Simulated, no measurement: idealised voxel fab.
This section sets out a process module, namely voxel released beams.
Section cut is 185 nm wide and gridded with 5 nm square cells.
Square cells in a grid make up a cross-section in this document, and the grid is given as bands, listed from the top down, each one or more rows of cells. A band entry consists of two parts. The first gives the height of the band's top and the height of its bottom, in nm. The rest lists the band's materials from left to right, each with its width in nm. A single material labelled with the word "all across" fills the band from edge to edge, and the word "blank" marks empty space. The level at which height equals 0 is the one under which the wafer, as it arrives, is entirely one material. No lower edge exists for the bottom band, which continues downward and is notated as in "z 0 and below". Per-row width for "30 to 40": begins at first number (top row of band), ends at second number (bottom row), increment between rows held constant. You'll sometimes find "everything unchanged" written for a step, and that's the way of saying that nowhere in the cross-section did a cell change during that step. The entry titled "Non-vented voids" provides the empty spaces that have no open way to the top, restricted to those of 8 cells or more. Each is presented as width x height at distance, the distance being measured from the left edge, with all three in nm. The remark found on a step's line after its settings is issued by the simulator itself and pertains to that step. Regarding "overlay nm": on a step with a mask, it is the distance the mask lay to the right of its planned place; a negative value places it to the left.
Process steps (planned):
1: RECEIVE [material Si]
2: CONFORMAL_DEP [material Al2O3] [thk nm 10]
3: DIRECTIONAL_DEP [material SiO2] [thk nm 15]
4: DIRECTIONAL_DEP [material aC] [thk nm 15]
5: PATTERN [tone open] [mask id ANCHOR] [material resist] [width nm 40] [thk nm 35] [overlay nm 0]
6: DIRECTIONAL_ETCH [etch materials aC] [depth nm 15]
7: STRIP [etch materials resist]
8: DIRECTIONAL_ETCH [etch materials SiO2] [depth nm 15]
9: STRIP [etch materials aC]
10: CONFORMAL_DEP [material W] [thk nm 15]
11: MASKED_ETCH [tone cover] [mask id BEAM] [width nm 105] [etch materials W] [depth nm 15] [overlay nm 0]
12: STRIP [etch materials SiO2]
First of two wafers: run as planned:
Incoming wafer in cross-section (state: after step 1):
- z 0 and below: Si all across
- Non-vented voids: none
State of the wafer after step 2, shown in cross-section:
- z 10 to 0: Al2O3 all across
- Beneath the level 0, the cross-section is identical to its previous state.
State of the wafer after step 3, shown in cross-section:
- z 25 to 10: SiO2 all across
- Beneath the level 10, the cross-section is identical to its previous state.
State of the wafer after step 4, shown in cross-section:
- z 40 to 25: aC all across
- Beneath the level 25, the cross-section is identical to its previous state.
State of the wafer after step 5, shown in cross-section:
- z 75 to 40: 40 nm resist, 40 nm blank, 105 nm resist
- Beneath the level 40, the cross-section is identical to its previous state.
State of the wafer after step 6, shown in cross-section:
- z 60 to 40: 40 nm resist, 40 nm blank, 105 nm resist
- z 40 to 25: 40 nm aC, 40 nm blank, 105 nm aC
- Beneath the level 25, the cross-section is identical to its previous state.
State of the wafer after step 7, shown in cross-section:
- z 40 to 25: 40 nm aC, 40 nm blank, 105 nm aC
- Beneath the level 25, the cross-section is identical to its previous state.
State of the wafer after step 8, shown in cross-section:
- z 40 to 25: 40 nm aC, 40 nm blank, 105 nm aC
- z 25 to 10: 40 nm SiO2, 40 nm blank, 105 nm SiO2
- Beneath the level 10, the cross-section is identical to its previous state.
State of the wafer after step 9, shown in cross-section:
- z 25 to 10: 40 nm SiO2, 40 nm blank, 105 nm SiO2
- Beneath the level 10, the cross-section is identical to its previous state.
State of the wafer after step 10, shown in cross-section:
- z 40 to 25: 55 nm W, 10 nm blank, 120 nm W
- z 25 to 10: 40 nm SiO2, 40 nm W, 105 nm SiO2
- Beneath the level 10, the cross-section is identical to its previous state.
State of the wafer after step 11, shown in cross-section:
- z 40 to 25: 35 nm blank, 20 nm W, 10 nm blank, 75 nm W, 45 nm blank
- Beneath the level 25, the cross-section is identical to its previous state.
State of the wafer after step 12, shown in cross-section:
- z 40 to 25: 35 nm blank, 20 nm W, 10 nm blank, 75 nm W, 45 nm blank
- z 25 to 10: 40 nm blank, 40 nm W, 105 nm blank
- Beneath the level 10, the cross-section is identical to its previous state.
Second wafer - shared start and plan with the first - one error in running - same as the first up to step 1 inclusive:
Cross-section, second wafer, at the end time the plan gives for step 2: everything unchanged
Cross-section, second wafer, at the end time the plan gives for step 3:
- z 15 to 0: SiO2 all across
- Beneath the level 0, the cross-section is identical to its previous state.
Cross-section, second wafer, at the end time the plan gives for step 4:
- z 30 to 15: aC all across
- Beneath the level 15, the cross-section is identical to its previous state.
Cross-section, second wafer, at the end time the plan gives for step 5:
- z 65 to 30: 40 nm resist, 40 nm blank, 105 nm resist
- Beneath the level 30, the cross-section is identical to its previous state.
Cross-section, second wafer, at the end time the plan gives for step 6:
- z 50 to 30: 40 nm resist, 40 nm blank, 105 nm resist
- z 30 to 15: 40 nm aC, 40 nm blank, 105 nm aC
- Beneath the level 15, the cross-section is identical to its previous state.
Cross-section, second wafer, at the end time the plan gives for step 7:
- z 30 to 15: 40 nm aC, 40 nm blank, 105 nm aC
- Beneath the level 15, the cross-section is identical to its previous state.
Cross-section, second wafer, at the end time the plan gives for step 8:
- z 30 to 15: 40 nm aC, 40 nm blank, 105 nm aC
- z 15 to 0: 40 nm SiO2, 40 nm blank, 105 nm SiO2
- Beneath the level 0, the cross-section is identical to its previous state.
Cross-section, second wafer, at the end time the plan gives for step 9:
- z 15 to 0: 40 nm SiO2, 40 nm blank, 105 nm SiO2
- Beneath the level 0, the cross-section is identical to its previous state.
Cross-section, second wafer, at the end time the plan gives for step 10:
- z 30 to 15: 55 nm W, 10 nm blank, 120 nm W
- z 15 to 0: 40 nm SiO2, 40 nm W, 105 nm SiO2
- Beneath the level 0, the cross-section is identical to its previous state.
Cross-section, second wafer, at the end time the plan gives for step 11:
- z 30 to 15: 35 nm blank, 20 nm W, 10 nm blank, 75 nm W, 45 nm blank
- Beneath the level 15, the cross-section is identical to its previous state.
Cross-section, second wafer, at the end time the plan gives for step 12:
- z 30 to 15: 35 nm blank, 20 nm W, 10 nm blank, 75 nm W, 45 nm blank
- z 15 to 0: 40 nm blank, 40 nm W, 105 nm blank
- Beneath the level 0, the cross-section is identical to its previous state.
What broke from the plan during processing? step 2 in the plan did not get run; it was skipped
In the final state, the cell counts of the second wafer exceed or fall short of those of the first for the following materials: -74 Al2O3
